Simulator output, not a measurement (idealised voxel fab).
Process module, titled voxel ribs on slabs
Xsec cut, 160 nm wide, square cell size 5 nm.
This document writes a cross-section as a grid whose cells are square, and gives it as bands, listed from the top down; one or more rows of cells form a band. Within each band entry, the heights of the top and of the bottom of the band appear first, in that order and in nm; the materials of the band then follow from left to right, each with its corresponding width in nm. The designation "throughout" on a single material indicates that it fills the band from edge to edge; the designation "empty" indicates empty space. Where do heights start? At 0: under that level the wafer as delivered is made of one material only. And the lowest band has no floor; it just carries on downward, as in "z 0 and below". With a width like "30->40", each row of cells in the band differs from the next by the same amount, the top row carrying the first number and the bottom row the second. "remained the same" -> step changed no cross-section cell. This entry, "Sealed voids", enumerates those empty regions of no fewer than 8 cells that possess no open connection to the top. Each region is reported in the form width x height at distance, the distance being taken from the left edge, with all three quantities expressed in nm. Post-settings text on a step line: simulator's own remark regarding the step. "overlay nm", when on a step's line for a step with a mask, measures how far to the right of its planned place the mask lay; a negative measure means to the left.

-- The following list gives the planned process steps
- 1: RECEIVE,material Si
- 2: DIRECTIONAL_DEP,material SiO2,thk nm 20
- 3: DIRECTIONAL_DEP,material polySi,thk nm 20
- 4: PATTERN,tone cover,mask id RIB,material resist,width nm 30,thk nm 15,overlay nm 0
- 5: DIRECTIONAL_ETCH,etch materials polySi,depth nm 5
- 6: STRIP,etch materials resist
- 7: PATTERN,tone cover,mask id SLAB,material resist,width nm 60,thk nm 20,overlay nm 0
- 8: DIRECTIONAL_ETCH,etch materials polySi,depth nm 15
- 9: STRIP,etch materials resist
- 10: FILL_DEP,material SiO2,thk nm 20
- 11: CMP,height nm 50
- 12: DIRECTIONAL_DEP,material TiN,thk nm 10
- 13: PATTERN,tone cover,mask id HEATER,material resist,width nm 40,thk nm 15,overlay nm 0
- 14: DIRECTIONAL_ETCH,etch materials TiN,depth nm 10
- 15: STRIP,etch materials resist
- 16: CONFORMAL_DEP,material SiO2,thk nm 5

-- This is the cross-section of the wafer as we received it, i.e. after step 1
z 0 and below = Si throughout
Sealed voids: none

-- What the wafer looks like in cross-section after this module, when it starts as shown above and follows the plan above but one mistake is made in running it
z 65 to 60 = 55 empty  50 SiO2  55 empty
z 60 to 55 = 55 empty  5 SiO2  40 TiN  5 SiO2  55 empty
z 55 to 50 = 60 SiO2  40 TiN  60 SiO2
z 50 to 40 = SiO2 throughout
z 40 to 35 = 55 SiO2  30 polySi  75 SiO2
z 35 to 20 = 50 SiO2  60 polySi  50 SiO2
z 20 to 0 = SiO2 throughout
z 0 and below = Si throughout
Sealed voids: none
Short version of what went wrong: step 4 went in with a setting other than planned; the actual run was PATTERN,tone cover,mask id RIB,material resist,width nm 30,thk nm 15,overlay nm -10
